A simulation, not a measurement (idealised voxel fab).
The following is a process module called voxel wiring stack.
Xsec cut, 210 nm wide, square cell size 5 nm.
Throughout this document, each cross-section is represented as a grid of square cells and is presented as a sequence of bands enumerated from the top downward, where a band comprises one or more rows of cells.
The band entry comprises the height of the band's top followed by the height of its bottom, expressed in nm, and subsequently the band's materials from left to right, each stated together with its width in nm. Where a single material is marked with the word "full width", that material fills the band from edge to edge. The word "empty" represents empty space.
Heads up on the height convention: 0 is the point under which the incoming wafer is all one material, and the lowest band has no bottom, it just keeps going down, like "0 nm and below".
Think of "30 to 40" as a width that walks from the first number to the second as you go down the band, top row to bottom row, taking equal-sized steps from row to row.
Where a step carries "no modifications", the cross-section came out of it unchanged, cell for cell.
If an empty space has no open way to the top and is at least 8 cells in size, "Sealed internal voids" lists it, written width x height at distance, where distance is measured from the left edge and every value is in nm.
It should be noted that, on the line of a given step, the content following the step's settings is a remark produced by the simulator itself with respect to that step.
overlay nm: how far to the right of its planned place the mask lay on this masked step (negative: to the left).
Process steps (planned):
1,RECEIVE: material Si
2,CONFORMAL_DEP: material SiO2, thk nm 10
3,CONFORMAL_DEP: material SiN, thk nm 5
4,DIRECTIONAL_DEP: material SiO2, thk nm 25
5,DIRECTIONAL_DEP: material aC, thk nm 10
6,PATTERN: tone open, mask id METAL_1, material resist, width nm 25, pitch nm 50, thk nm 30, overlay nm 0
7,DIRECTIONAL_ETCH: etch materials aC, depth nm 10
8,STRIP: etch materials resist
9,DIRECTIONAL_ETCH: etch materials SiO2, depth nm 25
10,DIRECTIONAL_ETCH: etch materials SiN, depth nm 5
11,STRIP: etch materials aC
12,CONFORMAL_DEP: material TiN, thk nm 5
13,FILL_DEP: material Cu, thk nm 5
14,CMP: height nm 40
15,CONFORMAL_DEP: material SiCN, thk nm 5
16,DIRECTIONAL_DEP: material SiO2, thk nm 25
17,MASKED_ETCH: tone open, mask id METAL_2_HOLES, width nm 15, pitch nm 50, etch materials SiO2, depth nm 25, overlay nm 0
18,MASKED_ETCH: tone open, mask id METAL_2, width nm 25, pitch nm 50, etch materials SiO2, depth nm 15, overlay nm 0
19,MASKED_ETCH: tone open, mask id METAL_2, width nm 25, pitch nm 50, etch materials SiCN, depth nm 5, overlay nm 0
20,CONFORMAL_DEP: material TiN, thk nm 5
21,FILL_DEP: material Cu, thk nm 10
22,CMP: height nm 70
23,CONFORMAL_DEP: material SiCN, thk nm 5
24,DIRECTIONAL_DEP: material lowk, thk nm 35
25,PATTERN: tone open, mask id METAL_3, material resist, width nm 25, pitch nm 50, thk nm 15, overlay nm 0
26,DIRECTIONAL_ETCH: etch materials lowk, depth nm 20
27,STRIP: etch materials resist
28,DIRECTIONAL_DEP: material aC, thk nm 15
29,PATTERN: tone open, mask id METAL_3_HOLES, material resist, width nm 15, pitch nm 50, thk nm 35, overlay nm 0
30,DIRECTIONAL_ETCH: etch materials aC, depth nm 15
31,STRIP: etch materials resist
32,DIRECTIONAL_ETCH: etch materials lowk, depth nm 15
33,DIRECTIONAL_ETCH: etch materials SiCN, depth nm 5
34,STRIP: etch materials aC
35,CONFORMAL_DEP: material TiN, thk nm 5
36,FILL_DEP: material Cu, thk nm 5
37,CMP: height nm 110
38,CONFORMAL_DEP: material SiN, thk nm 5
The following pertains to the first of two wafers, which was processed as planned:
Received-state cross-section, reflecting completion of step 1:
- 0 nm and below: Si full width
- Sealed internal voids: none
Cross-section of the wafer subsequent to step 2:
- 10 nm to 0 nm: SiO2 full width
- Below 0, the layers are the same as they were.
Cross-section of the wafer subsequent to step 3:
- 15 nm to 10 nm: SiN full width
- Below 10, the layers are the same as they were.
Cross-section of the wafer subsequent to step 4:
- 40 nm to 15 nm: SiO2 full width
- Below 15, the layers are the same as they were.
Cross-section of the wafer subsequent to step 5:
- 50 nm to 40 nm: aC full width
- Below 40, the layers are the same as they were.
Cross-section of the wafer subsequent to step 6:
- 80 nm to 50 nm: resist=15, empty=25, resist=25, empty=25, resist=25, empty=25, resist=25, empty=25, resist=20
- Below 50, the layers are the same as they were.
Cross-section of the wafer subsequent to step 7:
- 70 nm to 50 nm: resist=15, empty=25, resist=25, empty=25, resist=25, empty=25, resist=25, empty=25, resist=20
- 50 nm to 40 nm: aC=15, empty=25, aC=25, empty=25, aC=25, empty=25, aC=25, empty=25, aC=20
- Below 40, the layers are the same as they were.
Cross-section of the wafer subsequent to step 8:
- 50 nm to 40 nm: aC=15, empty=25, aC=25, empty=25, aC=25, empty=25, aC=25, empty=25, aC=20
- Below 40, the layers are the same as they were.
Cross-section of the wafer subsequent to step 9:
- 50 nm to 40 nm: aC=15, empty=25, aC=25, empty=25, aC=25, empty=25, aC=25, empty=25, aC=20
- 40 nm to 15 nm: SiO2=15, empty=25, SiO2=25, empty=25, SiO2=25, empty=25, SiO2=25, empty=25, SiO2=20
- Below 15, the layers are the same as they were.
Cross-section of the wafer subsequent to step 10:
- 50 nm to 40 nm: aC=15, empty=25, aC=25, empty=25, aC=25, empty=25, aC=25, empty=25, aC=20
- 40 nm to 15 nm: SiO2=15, empty=25, SiO2=25, empty=25, SiO2=25, empty=25, SiO2=25, empty=25, SiO2=20
- 15 nm to 10 nm: SiN=15, empty=25, SiN=25, empty=25, SiN=25, empty=25, SiN=25, empty=25, SiN=20
- Below 10, the layers are the same as they were.
Cross-section of the wafer subsequent to step 11:
- 40 nm to 15 nm: SiO2=15, empty=25, SiO2=25, empty=25, SiO2=25, empty=25, SiO2=25, empty=25, SiO2=20
- Below 15, the layers are the same as they were.
Cross-section of the wafer subsequent to step 12:
- 45 nm to 40 nm: TiN=20, empty=15, TiN=35, empty=15, TiN=35, empty=15, TiN=35, empty=15, TiN=25
- 40 nm to 15 nm: SiO2=15, TiN=5, empty=15, TiN=5, SiO2=25, TiN=5, empty=15, TiN=5, SiO2=25, TiN=5, empty=15, TiN=5, SiO2=25, TiN=5, empty=15, TiN=5, SiO2=20
- 15 nm to 10 nm: SiN=15, TiN=25, SiN=25, TiN=25, SiN=25, TiN=25, SiN=25, TiN=25, SiN=20
- Below 10, the layers are the same as they were.
Cross-section of the wafer subsequent to step 13:
- 50 nm to 45 nm: Cu full width
- 45 nm to 40 nm: TiN=20, Cu=15, TiN=35, Cu=15, TiN=35, Cu=15, TiN=35, Cu=15, TiN=25
- 40 nm to 15 nm: SiO2=15, TiN=5, Cu=15, TiN=5, SiO2=25, TiN=5, Cu=15, TiN=5, SiO2=25, TiN=5, Cu=15, TiN=5, SiO2=25, TiN=5, Cu=15, TiN=5, SiO2=20
- Below 15, the layers are the same as they were.
Cross-section of the wafer subsequent to step 14:
- 40 nm to 15 nm: SiO2=15, TiN=5, Cu=15, TiN=5, SiO2=25, TiN=5, Cu=15, TiN=5, SiO2=25, TiN=5, Cu=15, TiN=5, SiO2=25, TiN=5, Cu=15, TiN=5, SiO2=20
- Below 15, the layers are the same as they were.
Cross-section of the wafer subsequent to step 15:
- 45 nm to 40 nm: SiCN full width
- Below 40, the layers are the same as they were.
Cross-section of the wafer subsequent to step 16:
- 70 nm to 45 nm: SiO2 full width
- Below 45, the layers are the same as they were.
Cross-section of the wafer subsequent to step 17:
- 70 nm to 45 nm: SiO2=15, empty=15, SiO2=35, empty=15, SiO2=35, empty=15, SiO2=35, empty=15, SiO2=30
- Below 45, the layers are the same as they were.
Cross-section of the wafer subsequent to step 18:
- 70 nm to 55 nm: SiO2=15, empty=25, SiO2=25, empty=25, SiO2=25, empty=25, SiO2=25, empty=25, SiO2=20
- Below 55, the layers are the same as they were.
Cross-section of the wafer subsequent to step 19:
- 70 nm to 55 nm: SiO2=15, empty=25, SiO2=25, empty=25, SiO2=25, empty=25, SiO2=25, empty=25, SiO2=20
- 55 nm to 45 nm: SiO2=15, empty=15, SiO2=35, empty=15, SiO2=35, empty=15, SiO2=35, empty=15, SiO2=30
- 45 nm to 40 nm: SiCN=15, empty=15, SiCN=35, empty=15, SiCN=35, empty=15, SiCN=35, empty=15, SiCN=30
- Below 40, the layers are the same as they were.
Cross-section of the wafer subsequent to step 20:
- 75 nm to 70 nm: TiN=20, empty=15, TiN=35, empty=15, TiN=35, empty=15, TiN=35, empty=15, TiN=25
- 70 nm to 60 nm: SiO2=15, TiN=5, empty=15, TiN=5, SiO2=25, TiN=5, empty=15, TiN=5, SiO2=25, TiN=5, empty=15, TiN=5, SiO2=25, TiN=5, empty=15, TiN=5, SiO2=20
- 60 nm to 55 nm: SiO2=15, TiN=5, empty=5, TiN=15, SiO2=25, TiN=5, empty=5, TiN=15, SiO2=25, TiN=5, empty=5, TiN=15, SiO2=25, TiN=5, empty=5, TiN=15, SiO2=20
- 55 nm to 45 nm: SiO2=15, TiN=5, empty=5, TiN=5, SiO2=35, TiN=5, empty=5, TiN=5, SiO2=35, TiN=5, empty=5, TiN=5, SiO2=35, TiN=5, empty=5, TiN=5, SiO2=30
- 45 nm to 40 nm: SiCN=15, TiN=15, SiCN=35, TiN=15, SiCN=35, TiN=15, SiCN=35, TiN=15, SiCN=30
- Below 40, the layers are the same as they were.
Cross-section of the wafer subsequent to step 21:
- 85 nm to 75 nm: Cu full width
- 75 nm to 70 nm: TiN=20, Cu=15, TiN=35, Cu=15, TiN=35, Cu=15, TiN=35, Cu=15, TiN=25
- 70 nm to 60 nm: SiO2=15, TiN=5, Cu=15, TiN=5, SiO2=25, TiN=5, Cu=15, TiN=5, SiO2=25, TiN=5, Cu=15, TiN=5, SiO2=25, TiN=5, Cu=15, TiN=5, SiO2=20
- 60 nm to 55 nm: SiO2=15, TiN=5, Cu=5, TiN=15, SiO2=25, TiN=5, Cu=5, TiN=15, SiO2=25, TiN=5, Cu=5, TiN=15, SiO2=25, TiN=5, Cu=5, TiN=15, SiO2=20
- 55 nm to 45 nm: SiO2=15, TiN=5, Cu=5, TiN=5, SiO2=35, TiN=5, Cu=5, TiN=5, SiO2=35, TiN=5, Cu=5, TiN=5, SiO2=35, TiN=5, Cu=5, TiN=5, SiO2=30
- Below 45, the layers are the same as they were.
Cross-section of the wafer subsequent to step 22:
- 70 nm to 60 nm: SiO2=15, TiN=5, Cu=15, TiN=5, SiO2=25, TiN=5, Cu=15, TiN=5, SiO2=25, TiN=5, Cu=15, TiN=5, SiO2=25, TiN=5, Cu=15, TiN=5, SiO2=20
- Below 60, the layers are the same as they were.
Cross-section of the wafer subsequent to step 23:
- 75 nm to 70 nm: SiCN full width
- Below 70, the layers are the same as they were.
Cross-section of the wafer subsequent to step 24:
- 110 nm to 75 nm: lowk full width
- Below 75, the layers are the same as they were.
Cross-section of the wafer subsequent to step 25:
- 125 nm to 110 nm: resist=15, empty=25, resist=25, empty=25, resist=25, empty=25, resist=25, empty=25, resist=20
- Below 110, the layers are the same as they were.
Cross-section of the wafer subsequent to step 26:
- 125 nm to 110 nm: resist=15, empty=25, resist=25, empty=25, resist=25, empty=25, resist=25, empty=25, resist=20
- 110 nm to 90 nm: lowk=15, empty=25, lowk=25, empty=25, lowk=25, empty=25, lowk=25, empty=25, lowk=20
- Below 90, the layers are the same as they were.
Cross-section of the wafer subsequent to step 27:
- 110 nm to 90 nm: lowk=15, empty=25, lowk=25, empty=25, lowk=25, empty=25, lowk=25, empty=25, lowk=20
- Below 90, the layers are the same as they were.
Cross-section of the wafer subsequent to step 28:
- 125 nm to 110 nm: aC=15, empty=25, aC=25, empty=25, aC=25, empty=25, aC=25, empty=25, aC=20
- 110 nm to 105 nm: lowk=15, empty=25, lowk=25, empty=25, lowk=25, empty=25, lowk=25, empty=25, lowk=20
- 105 nm to 90 nm: lowk=15, aC=25, lowk=25, aC=25, lowk=25, aC=25, lowk=25, aC=25, lowk=20
- Below 90, the layers are the same as they were.
Cross-section of the wafer subsequent to step 29:
- 160 nm to 125 nm: resist=15, empty=15, resist=35, empty=15, resist=35, empty=15, resist=35, empty=15, resist=30
- 125 nm to 110 nm: aC=15, empty=15, resist=10, aC=25, empty=15, resist=10, aC=25, empty=15, resist=10, aC=25, empty=15, resist=10, aC=20
- 110 nm to 105 nm: lowk=15, empty=15, resist=10, lowk=25, empty=15, resist=10, lowk=25, empty=15, resist=10, lowk=25, empty=15, resist=10, lowk=20
- Below 105, the layers are the same as they were.
Cross-section of the wafer subsequent to step 30:
- 145 nm to 125 nm: resist=15, empty=15, resist=35, empty=15, resist=35, empty=15, resist=35, empty=15, resist=30
- 125 nm to 110 nm: aC=15, empty=15, resist=10, aC=25, empty=15, resist=10, aC=25, empty=15, resist=10, aC=25, empty=15, resist=10, aC=20
- 110 nm to 105 nm: lowk=15, empty=15, resist=10, lowk=25, empty=15, resist=10, lowk=25, empty=15, resist=10, lowk=25, empty=15, resist=10, lowk=20
- 105 nm to 90 nm: lowk=15, empty=15, aC=10, lowk=25, empty=15, aC=10, lowk=25, empty=15, aC=10, lowk=25, empty=15, aC=10, lowk=20
- Below 90, the layers are the same as they were.
Cross-section of the wafer subsequent to step 31:
- 125 nm to 110 nm: aC=15, empty=25, aC=25, empty=25, aC=25, empty=25, aC=25, empty=25, aC=20
- 110 nm to 105 nm: lowk=15, empty=25, lowk=25, empty=25, lowk=25, empty=25, lowk=25, empty=25, lowk=20
- Below 105, the layers are the same as they were.
Cross-section of the wafer subsequent to step 32:
- 125 nm to 110 nm: aC=15, empty=25, aC=25, empty=25, aC=25, empty=25, aC=25, empty=25, aC=20
- 110 nm to 105 nm: lowk=15, empty=25, lowk=25, empty=25, lowk=25, empty=25, lowk=25, empty=25, lowk=20
- 105 nm to 90 nm: lowk=15, empty=15, aC=10, lowk=25, empty=15, aC=10, lowk=25, empty=15, aC=10, lowk=25, empty=15, aC=10, lowk=20
- 90 nm to 75 nm: lowk=15, empty=15, lowk=35, empty=15, lowk=35, empty=15, lowk=35, empty=15, lowk=30
- Below 75, the layers are the same as they were.
Cross-section of the wafer subsequent to step 33:
- 125 nm to 110 nm: aC=15, empty=25, aC=25, empty=25, aC=25, empty=25, aC=25, empty=25, aC=20
- 110 nm to 105 nm: lowk=15, empty=25, lowk=25, empty=25, lowk=25, empty=25, lowk=25, empty=25, lowk=20
- 105 nm to 90 nm: lowk=15, empty=15, aC=10, lowk=25, empty=15, aC=10, lowk=25, empty=15, aC=10, lowk=25, empty=15, aC=10, lowk=20
- 90 nm to 75 nm: lowk=15, empty=15, lowk=35, empty=15, lowk=35, empty=15, lowk=35, empty=15, lowk=30
- 75 nm to 70 nm: SiCN=15, empty=15, SiCN=35, empty=15, SiCN=35, empty=15, SiCN=35, empty=15, SiCN=30
- Below 70, the layers are the same as they were.
Cross-section of the wafer subsequent to step 34:
- 110 nm to 90 nm: lowk=15, empty=25, lowk=25, empty=25, lowk=25, empty=25, lowk=25, empty=25, lowk=20
- Below 90, the layers are the same as they were.
Cross-section of the wafer subsequent to step 35:
- 115 nm to 110 nm: TiN=20, empty=15, TiN=35, empty=15, TiN=35, empty=15, TiN=35, empty=15, TiN=25
- 110 nm to 95 nm: lowk=15, TiN=5, empty=15, TiN=5, lowk=25, TiN=5, empty=15, TiN=5, lowk=25, TiN=5, empty=15, TiN=5, lowk=25, TiN=5, empty=15, TiN=5, lowk=20
- 95 nm to 90 nm: lowk=15, TiN=5, empty=5, TiN=15, lowk=25, TiN=5, empty=5, TiN=15, lowk=25, TiN=5, empty=5, TiN=15, lowk=25, TiN=5, empty=5, TiN=15, lowk=20
- 90 nm to 75 nm: lowk=15, TiN=5, empty=5, TiN=5, lowk=35, TiN=5, empty=5, TiN=5, lowk=35, TiN=5, empty=5, TiN=5, lowk=35, TiN=5, empty=5, TiN=5, lowk=30
- 75 nm to 70 nm: SiCN=15, TiN=15, SiCN=35, TiN=15, SiCN=35, TiN=15, SiCN=35, TiN=15, SiCN=30
- Below 70, the layers are the same as they were.
Cross-section of the wafer subsequent to step 36:
- 120 nm to 115 nm: Cu full width
- 115 nm to 110 nm: TiN=20, Cu=15, TiN=35, Cu=15, TiN=35, Cu=15, TiN=35, Cu=15, TiN=25
- 110 nm to 95 nm: lowk=15, TiN=5, Cu=15, TiN=5, lowk=25, TiN=5, Cu=15, TiN=5, lowk=25, TiN=5, Cu=15, TiN=5, lowk=25, TiN=5, Cu=15, TiN=5, lowk=20
- 95 nm to 90 nm: lowk=15, TiN=5, Cu=5, TiN=15, lowk=25, TiN=5, Cu=5, TiN=15, lowk=25, TiN=5, Cu=5, TiN=15, lowk=25, TiN=5, Cu=5, TiN=15, lowk=20
- 90 nm to 75 nm: lowk=15, TiN=5, Cu=5, TiN=5, lowk=35, TiN=5, Cu=5, TiN=5, lowk=35, TiN=5, Cu=5, TiN=5, lowk=35, TiN=5, Cu=5, TiN=5, lowk=30
- Below 75, the layers are the same as they were.
Cross-section of the wafer subsequent to step 37:
- 110 nm to 95 nm: lowk=15, TiN=5, Cu=15, TiN=5, lowk=25, TiN=5, Cu=15, TiN=5, lowk=25, TiN=5, Cu=15, TiN=5, lowk=25, TiN=5, Cu=15, TiN=5, lowk=20
- Below 95, the layers are the same as they were.
Cross-section of the wafer subsequent to step 38:
- 115 nm to 110 nm: SiN full width
- Below 110, the layers are the same as they were.
Wafer two. Same start, same plan, one slip in execution. Same as wafer one through step 2, inclusive:
Second wafer, cut view, end of step 3 per plan:
- 35 nm to 0 nm: SiO2 full width
- Below 0, the layers are the same as they were.
Second wafer, cut view, end of step 4 per plan:
- 40 nm to 35 nm: SiN full width
- Below 35, the layers are the same as they were.
Second wafer, cut view, end of step 5 per plan:
- 50 nm to 40 nm: aC full width
- Below 40, the layers are the same as they were.
Second wafer, cut view, end of step 6 per plan:
- 80 nm to 50 nm: resist=15, empty=25, resist=25, empty=25, resist=25, empty=25, resist=25, empty=25, resist=20
- Below 50, the layers are the same as they were.
Second wafer, cut view, end of step 7 per plan:
- 70 nm to 50 nm: resist=15, empty=25, resist=25, empty=25, resist=25, empty=25, resist=25, empty=25, resist=20
- 50 nm to 40 nm: aC=15, empty=25, aC=25, empty=25, aC=25, empty=25, aC=25, empty=25, aC=20
- Below 40, the layers are the same as they were.
Second wafer, cut view, end of step 8 per plan:
- 50 nm to 40 nm: aC=15, empty=25, aC=25, empty=25, aC=25, empty=25, aC=25, empty=25, aC=20
- Below 40, the layers are the same as they were.
Second wafer, cut view, end of step 9 per plan: no modifications
Second wafer, cut view, end of step 10 per plan:
- 50 nm to 40 nm: aC=15, empty=25, aC=25, empty=25, aC=25, empty=25, aC=25, empty=25, aC=20
- 40 nm to 35 nm: SiN=15, empty=25, SiN=25, empty=25, SiN=25, empty=25, SiN=25, empty=25, SiN=20
- Below 35, the layers are the same as they were.
Second wafer, cut view, end of step 11 per plan:
- 40 nm to 35 nm: SiN=15, empty=25, SiN=25, empty=25, SiN=25, empty=25, SiN=25, empty=25, SiN=20
- Below 35, the layers are the same as they were.
Second wafer, cut view, end of step 12 per plan:
- 45 nm to 40 nm: TiN=20, empty=15, TiN=35, empty=15, TiN=35, empty=15, TiN=35, empty=15, TiN=25
- 40 nm to 35 nm: SiN=15, TiN=25, SiN=25, TiN=25, SiN=25, TiN=25, SiN=25, TiN=25, SiN=20
- Below 35, the layers are the same as they were.
Second wafer, cut view, end of step 13 per plan:
- 50 nm to 45 nm: Cu full width
- 45 nm to 40 nm: TiN=20, Cu=15, TiN=35, Cu=15, TiN=35, Cu=15, TiN=35, Cu=15, TiN=25
- Below 40, the layers are the same as they were.
Second wafer, cut view, end of step 14 per plan:
- 40 nm to 35 nm: SiN=15, TiN=25, SiN=25, TiN=25, SiN=25, TiN=25, SiN=25, TiN=25, SiN=20
- Below 35, the layers are the same as they were.
Second wafer, cut view, end of step 15 per plan:
- 45 nm to 40 nm: SiCN full width
- Below 40, the layers are the same as they were.
Second wafer, cut view, end of step 16 per plan:
- 70 nm to 45 nm: SiO2 full width
- Below 45, the layers are the same as they were.
Second wafer, cut view, end of step 17 per plan:
- 70 nm to 45 nm: SiO2=15, empty=15, SiO2=35, empty=15, SiO2=35, empty=15, SiO2=35, empty=15, SiO2=30
- Below 45, the layers are the same as they were.
Second wafer, cut view, end of step 18 per plan:
- 70 nm to 55 nm: SiO2=15, empty=25, SiO2=25, empty=25, SiO2=25, empty=25, SiO2=25, empty=25, SiO2=20
- Below 55, the layers are the same as they were.
Second wafer, cut view, end of step 19 per plan:
- 70 nm to 55 nm: SiO2=15, empty=25, SiO2=25, empty=25, SiO2=25, empty=25, SiO2=25, empty=25, SiO2=20
- 55 nm to 45 nm: SiO2=15, empty=15, SiO2=35, empty=15, SiO2=35, empty=15, SiO2=35, empty=15, SiO2=30
- 45 nm to 40 nm: SiCN=15, empty=15, SiCN=35, empty=15, SiCN=35, empty=15, SiCN=35, empty=15, SiCN=30
- Below 40, the layers are the same as they were.
Second wafer, cut view, end of step 20 per plan:
- 75 nm to 70 nm: TiN=20, empty=15, TiN=35, empty=15, TiN=35, empty=15, TiN=35, empty=15, TiN=25
- 70 nm to 60 nm: SiO2=15, TiN=5, empty=15, TiN=5, SiO2=25, TiN=5, empty=15, TiN=5, SiO2=25, TiN=5, empty=15, TiN=5, SiO2=25, TiN=5, empty=15, TiN=5, SiO2=20
- 60 nm to 55 nm: SiO2=15, TiN=5, empty=5, TiN=15, SiO2=25, TiN=5, empty=5, TiN=15, SiO2=25, TiN=5, empty=5, TiN=15, SiO2=25, TiN=5, empty=5, TiN=15, SiO2=20
- 55 nm to 45 nm: SiO2=15, TiN=5, empty=5, TiN=5, SiO2=35, TiN=5, empty=5, TiN=5, SiO2=35, TiN=5, empty=5, TiN=5, SiO2=35, TiN=5, empty=5, TiN=5, SiO2=30
- 45 nm to 40 nm: SiCN=15, TiN=15, SiCN=35, TiN=15, SiCN=35, TiN=15, SiCN=35, TiN=15, SiCN=30
- Below 40, the layers are the same as they were.
Second wafer, cut view, end of step 21 per plan:
- 85 nm to 75 nm: Cu full width
- 75 nm to 70 nm: TiN=20, Cu=15, TiN=35, Cu=15, TiN=35, Cu=15, TiN=35, Cu=15, TiN=25
- 70 nm to 60 nm: SiO2=15, TiN=5, Cu=15, TiN=5, SiO2=25, TiN=5, Cu=15, TiN=5, SiO2=25, TiN=5, Cu=15, TiN=5, SiO2=25, TiN=5, Cu=15, TiN=5, SiO2=20
- 60 nm to 55 nm: SiO2=15, TiN=5, Cu=5, TiN=15, SiO2=25, TiN=5, Cu=5, TiN=15, SiO2=25, TiN=5, Cu=5, TiN=15, SiO2=25, TiN=5, Cu=5, TiN=15, SiO2=20
- 55 nm to 45 nm: SiO2=15, TiN=5, Cu=5, TiN=5, SiO2=35, TiN=5, Cu=5, TiN=5, SiO2=35, TiN=5, Cu=5, TiN=5, SiO2=35, TiN=5, Cu=5, TiN=5, SiO2=30
- Below 45, the layers are the same as they were.
Second wafer, cut view, end of step 22 per plan:
- 70 nm to 60 nm: SiO2=15, TiN=5, Cu=15, TiN=5, SiO2=25, TiN=5, Cu=15, TiN=5, SiO2=25, TiN=5, Cu=15, TiN=5, SiO2=25, TiN=5, Cu=15, TiN=5, SiO2=20
- Below 60, the layers are the same as they were.
Second wafer, cut view, end of step 23 per plan:
- 75 nm to 70 nm: SiCN full width
- Below 70, the layers are the same as they were.
Second wafer, cut view, end of step 24 per plan:
- 110 nm to 75 nm: lowk full width
- Below 75, the layers are the same as they were.
Second wafer, cut view, end of step 25 per plan:
- 125 nm to 110 nm: resist=15, empty=25, resist=25, empty=25, resist=25, empty=25, resist=25, empty=25, resist=20
- Below 110, the layers are the same as they were.
Second wafer, cut view, end of step 26 per plan:
- 125 nm to 110 nm: resist=15, empty=25, resist=25, empty=25, resist=25, empty=25, resist=25, empty=25, resist=20
- 110 nm to 90 nm: lowk=15, empty=25, lowk=25, empty=25, lowk=25, empty=25, lowk=25, empty=25, lowk=20
- Below 90, the layers are the same as they were.
Second wafer, cut view, end of step 27 per plan:
- 110 nm to 90 nm: lowk=15, empty=25, lowk=25, empty=25, lowk=25, empty=25, lowk=25, empty=25, lowk=20
- Below 90, the layers are the same as they were.
Second wafer, cut view, end of step 28 per plan:
- 125 nm to 110 nm: aC=15, empty=25, aC=25, empty=25, aC=25, empty=25, aC=25, empty=25, aC=20
- 110 nm to 105 nm: lowk=15, empty=25, lowk=25, empty=25, lowk=25, empty=25, lowk=25, empty=25, lowk=20
- 105 nm to 90 nm: lowk=15, aC=25, lowk=25, aC=25, lowk=25, aC=25, lowk=25, aC=25, lowk=20
- Below 90, the layers are the same as they were.
Second wafer, cut view, end of step 29 per plan:
- 160 nm to 125 nm: resist=15, empty=15, resist=35, empty=15, resist=35, empty=15, resist=35, empty=15, resist=30
- 125 nm to 110 nm: aC=15, empty=15, resist=10, aC=25, empty=15, resist=10, aC=25, empty=15, resist=10, aC=25, empty=15, resist=10, aC=20
- 110 nm to 105 nm: lowk=15, empty=15, resist=10, lowk=25, empty=15, resist=10, lowk=25, empty=15, resist=10, lowk=25, empty=15, resist=10, lowk=20
- Below 105, the layers are the same as they were.
Second wafer, cut view, end of step 30 per plan:
- 145 nm to 125 nm: resist=15, empty=15, resist=35, empty=15, resist=35, empty=15, resist=35, empty=15, resist=30
- 125 nm to 110 nm: aC=15, empty=15, resist=10, aC=25, empty=15, resist=10, aC=25, empty=15, resist=10, aC=25, empty=15, resist=10, aC=20
- 110 nm to 105 nm: lowk=15, empty=15, resist=10, lowk=25, empty=15, resist=10, lowk=25, empty=15, resist=10, lowk=25, empty=15, resist=10, lowk=20
- 105 nm to 90 nm: lowk=15, empty=15, aC=10, lowk=25, empty=15, aC=10, lowk=25, empty=15, aC=10, lowk=25, empty=15, aC=10, lowk=20
- Below 90, the layers are the same as they were.
Second wafer, cut view, end of step 31 per plan:
- 125 nm to 110 nm: aC=15, empty=25, aC=25, empty=25, aC=25, empty=25, aC=25, empty=25, aC=20
- 110 nm to 105 nm: lowk=15, empty=25, lowk=25, empty=25, lowk=25, empty=25, lowk=25, empty=25, lowk=20
- Below 105, the layers are the same as they were.
Second wafer, cut view, end of step 32 per plan:
- 125 nm to 110 nm: aC=15, empty=25, aC=25, empty=25, aC=25, empty=25, aC=25, empty=25, aC=20
- 110 nm to 105 nm: lowk=15, empty=25, lowk=25, empty=25, lowk=25, empty=25, lowk=25, empty=25, lowk=20
- 105 nm to 90 nm: lowk=15, empty=15, aC=10, lowk=25, empty=15, aC=10, lowk=25, empty=15, aC=10, lowk=25, empty=15, aC=10, lowk=20
- 90 nm to 75 nm: lowk=15, empty=15, lowk=35, empty=15, lowk=35, empty=15, lowk=35, empty=15, lowk=30
- Below 75, the layers are the same as they were.
Second wafer, cut view, end of step 33 per plan:
- 125 nm to 110 nm: aC=15, empty=25, aC=25, empty=25, aC=25, empty=25, aC=25, empty=25, aC=20
- 110 nm to 105 nm: lowk=15, empty=25, lowk=25, empty=25, lowk=25, empty=25, lowk=25, empty=25, lowk=20
- 105 nm to 90 nm: lowk=15, empty=15, aC=10, lowk=25, empty=15, aC=10, lowk=25, empty=15, aC=10, lowk=25, empty=15, aC=10, lowk=20
- 90 nm to 75 nm: lowk=15, empty=15, lowk=35, empty=15, lowk=35, empty=15, lowk=35, empty=15, lowk=30
- 75 nm to 70 nm: SiCN=15, empty=15, SiCN=35, empty=15, SiCN=35, empty=15, SiCN=35, empty=15, SiCN=30
- Below 70, the layers are the same as they were.
Second wafer, cut view, end of step 34 per plan:
- 110 nm to 90 nm: lowk=15, empty=25, lowk=25, empty=25, lowk=25, empty=25, lowk=25, empty=25, lowk=20
- Below 90, the layers are the same as they were.
Second wafer, cut view, end of step 35 per plan:
- 115 nm to 110 nm: TiN=20, empty=15, TiN=35, empty=15, TiN=35, empty=15, TiN=35, empty=15, TiN=25
- 110 nm to 95 nm: lowk=15, TiN=5, empty=15, TiN=5, lowk=25, TiN=5, empty=15, TiN=5, lowk=25, TiN=5, empty=15, TiN=5, lowk=25, TiN=5, empty=15, TiN=5, lowk=20
- 95 nm to 90 nm: lowk=15, TiN=5, empty=5, TiN=15, lowk=25, TiN=5, empty=5, TiN=15, lowk=25, TiN=5, empty=5, TiN=15, lowk=25, TiN=5, empty=5, TiN=15, lowk=20
- 90 nm to 75 nm: lowk=15, TiN=5, empty=5, TiN=5, lowk=35, TiN=5, empty=5, TiN=5, lowk=35, TiN=5, empty=5, TiN=5, lowk=35, TiN=5, empty=5, TiN=5, lowk=30
- 75 nm to 70 nm: SiCN=15, TiN=15, SiCN=35, TiN=15, SiCN=35, TiN=15, SiCN=35, TiN=15, SiCN=30
- Below 70, the layers are the same as they were.
Second wafer, cut view, end of step 36 per plan:
- 120 nm to 115 nm: Cu full width
- 115 nm to 110 nm: TiN=20, Cu=15, TiN=35, Cu=15, TiN=35, Cu=15, TiN=35, Cu=15, TiN=25
- 110 nm to 95 nm: lowk=15, TiN=5, Cu=15, TiN=5, lowk=25, TiN=5, Cu=15, TiN=5, lowk=25, TiN=5, Cu=15, TiN=5, lowk=25, TiN=5, Cu=15, TiN=5, lowk=20
- 95 nm to 90 nm: lowk=15, TiN=5, Cu=5, TiN=15, lowk=25, TiN=5, Cu=5, TiN=15, lowk=25, TiN=5, Cu=5, TiN=15, lowk=25, TiN=5, Cu=5, TiN=15, lowk=20
- 90 nm to 75 nm: lowk=15, TiN=5, Cu=5, TiN=5, lowk=35, TiN=5, Cu=5, TiN=5, lowk=35, TiN=5, Cu=5, TiN=5, lowk=35, TiN=5, Cu=5, TiN=5, lowk=30
- Below 75, the layers are the same as they were.
Second wafer, cut view, end of step 37 per plan:
- 110 nm to 95 nm: lowk=15, TiN=5, Cu=15, TiN=5, lowk=25, TiN=5, Cu=15, TiN=5, lowk=25, TiN=5, Cu=15, TiN=5, lowk=25, TiN=5, Cu=15, TiN=5, lowk=20
- Below 95, the layers are the same as they were.
Second wafer, cut view, end of step 38 per plan:
- 115 nm to 110 nm: SiN full width
- Below 110, the layers are the same as they were.
Plan not followed: the processing plan was not followed for steps 3 and 4, which were run with their positions exchanged
Final wafer comparison in cells, second versus first, more or fewer per material: 60 fewer of Cu; 100 more of SiO2; 40 fewer of TiN
